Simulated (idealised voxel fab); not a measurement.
process module | voxel double patterning
cross-section cut | 290 nm wide | cells 5 nm
A cross-section is a grid of square cells, given in bands from the top down. A band is one or more rows of cells.
Each band's line starts with the height of the band's top and of its bottom, in nm. Then come its materials from left to right, each with its width in nm. One material with "throughout" fills the band from edge to edge. "air" is empty space.
Height 0 is the level under which the wafer as received is all one material. The lowest band goes on downwards, as in "0 down".
A width such as "30 to 40" changes by the same amount from each row of cells to the next, from the band's top row to its bottom row.
"no change" after a step means that no cell of the cross-section changed.
closed voids: empty space of 8 cells or more with no open way to the top, each as width x height at its distance from the left edge, in nm
after a step's settings: what the simulator itself notes on the step
overlay nm, on a step with a mask: how far to the right of its planned place the mask lay; to the left if negative
plan
1 op RECEIVE | material Si
2 op CONFORMAL_DEP | material SiO2 | thk nm 5
3 op DIRECTIONAL_DEP | material polySi | thk nm 10
4 op DIRECTIONAL_DEP | material SiCN | thk nm 5
5 op PATTERN | tone open | mask id FIRST | material resist | width nm 15 | pitch nm 50 | thk nm 20 | overlay nm 0
6 op DIRECTIONAL_ETCH | etch materials SiCN | depth nm 5
7 op STRIP | etch materials resist
8 op PATTERN | tone open | mask id SECOND | material resist | width nm 15 | thk nm 15 | overlay nm 0
9 op DIRECTIONAL_ETCH | etch materials SiCN | depth nm 5
10 op STRIP | etch materials resist
11 op DIRECTIONAL_ETCH | etch materials polySi | depth nm 10
12 op STRIP | etch materials SiCN
first wafer, as planned
as received, after step 1
  0 down: Si throughout
  closed voids: none
after step 2
  5 to 0: SiO2 throughout
  below 0: unchanged
after step 3
  15 to 5: polySi throughout
  below 5: unchanged
after step 4
  20 to 15: SiCN throughout
  below 15: unchanged
after step 5
  40 to 20: resist 110 | air 15 | resist 35 | air 15 | resist 115
  below 20: unchanged
after step 6
  40 to 20: resist 110 | air 15 | resist 35 | air 15 | resist 115
  20 to 15: SiCN 110 | air 15 | SiCN 35 | air 15 | SiCN 115
  below 15: unchanged
after step 7
  20 to 15: SiCN 110 | air 15 | SiCN 35 | air 15 | SiCN 115
  below 15: unchanged
after step 8
  35 to 20: resist 135 | air 15 | resist 140
  20 to 15: SiCN 110 | resist 15 | SiCN 35 | resist 15 | SiCN 115
  below 15: unchanged
after step 9
  35 to 20: resist 135 | air 15 | resist 140
  20 to 15: SiCN 110 | resist 15 | SiCN 10 | air 15 | SiCN 10 | resist 15 | SiCN 115
  below 15: unchanged
after step 10
  20 to 15: SiCN 110 | air 15 | SiCN 10 | air 15 | SiCN 10 | air 15 | SiCN 115
  below 15: unchanged
after step 11
  20 to 15: SiCN 110 | air 15 | SiCN 10 | air 15 | SiCN 10 | air 15 | SiCN 115
  15 to 5: polySi 110 | air 15 | polySi 10 | air 15 | polySi 10 | air 15 | polySi 115
  below 5: unchanged
after step 12
  15 to 5: polySi 110 | air 15 | polySi 10 | air 15 | polySi 10 | air 15 | polySi 115
  below 5: unchanged
second wafer: like start, like plan, one mistake. Through step 11 it matches the first wafer
when step 12 should have ended
  15 to 5: polySi 110 | air 15 | polySi 10 | air 15 | polySi 10 | air 15 | polySi 115
  below 5: unchanged
what went wrong: step 12 was run twice
at the end the two cross-sections are the same: no effect in what this model computes
